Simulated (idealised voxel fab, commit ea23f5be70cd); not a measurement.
Process module heading - voxel gate over fins
The cross-section on display is named cut; it measures 150 nm wide, and its cells are 5 nm squares.
Square cells in a grid make up a cross-section in this document, and the grid is given as bands, listed from the top down, each one or more rows of cells.
Band: top and bottom heights (nm) first, top before bottom; then materials from left to right, widths in nm. "edge to edge" marks a sole material filling the band edge to edge. "air" denotes empty space.
Height is counted from the level 0, under which the received wafer is composed throughout of one material. The lowest of the bands is not closed at the bottom but continues downward, in the notation "0 nm and below".
With a width like "30..40", each row of cells in the band differs from the next by the same amount, the top row carrying the first number and the bottom row the second.
Where a step carries "nothing got changed", the cross-section came out of it unchanged, cell for cell.
In "Enclosed void list" the enclosed voids are listed, meaning empty spaces of 8 cells or larger without any opening to the top. The form is width x height at distance, distance from the left edge, units nm.
Whatever follows a step's settings on its line is a remark the simulator itself makes about that step.
overlay nm: step with mask; distance mask lay right of planned place; negative value = left of planned place.
Below is the list of planned process steps:
1 RECEIVE,material Si
2 CONFORMAL_DEP,material SiN,thk nm 5
3 MASKED_ETCH,tone cover,mask id FINS,width nm 15,pitch nm 45,etch materials SiN,depth nm 5,overlay nm 0
4 MASKED_ETCH,tone cover,mask id FINS,width nm 15,pitch nm 45,etch materials Si,depth nm 30,overlay nm 0
5 OXIDIZE,depth nm 5
6 FILL_DEP,material SiO2,thk nm 10
7 CMP,height nm 5
8 SELECTIVE_ETCH,etch materials SiO2,depth nm 15
9 STRIP,etch materials SiN
10 CONFORMAL_DEP,material HfO2,thk nm 5
11 CONFORMAL_DEP,material TiN,thk nm 5
12 FILL_DEP,material W,thk nm 15
13 CMP,height nm 20
14 CONFORMAL_DEP,material SiCN,thk nm 10
Cross-section: wafer on arrival = after step 1:
0 nm and below: Si edge to edge
Enclosed void list: none
Cross-section at module end, one run error; start and plan unchanged from above:
30 nm to 20 nm: SiCN edge to edge
20 nm to 5 nm: W edge to edge
5 nm to 0 nm: 45 nm W | 15 nm TiN | 30 nm W | 15 nm TiN | 45 nm W
0 nm to -5 nm: 45 nm W | 5 nm TiN | 5 nm Si | 5 nm TiN | 30 nm W | 5 nm TiN | 5 nm Si | 5 nm TiN | 45 nm W
-5 nm to -10 nm: 50 nm TiN | 5 nm Si | 40 nm TiN | 5 nm Si | 50 nm TiN
-10 nm to -35 nm: 50 nm SiO2 | 5 nm Si | 40 nm SiO2 | 5 nm Si | 50 nm SiO2
-35 nm and below: Si edge to edge
Enclosed void list: none
Error vs. plan: step 10 of the plan: omitted, not performed
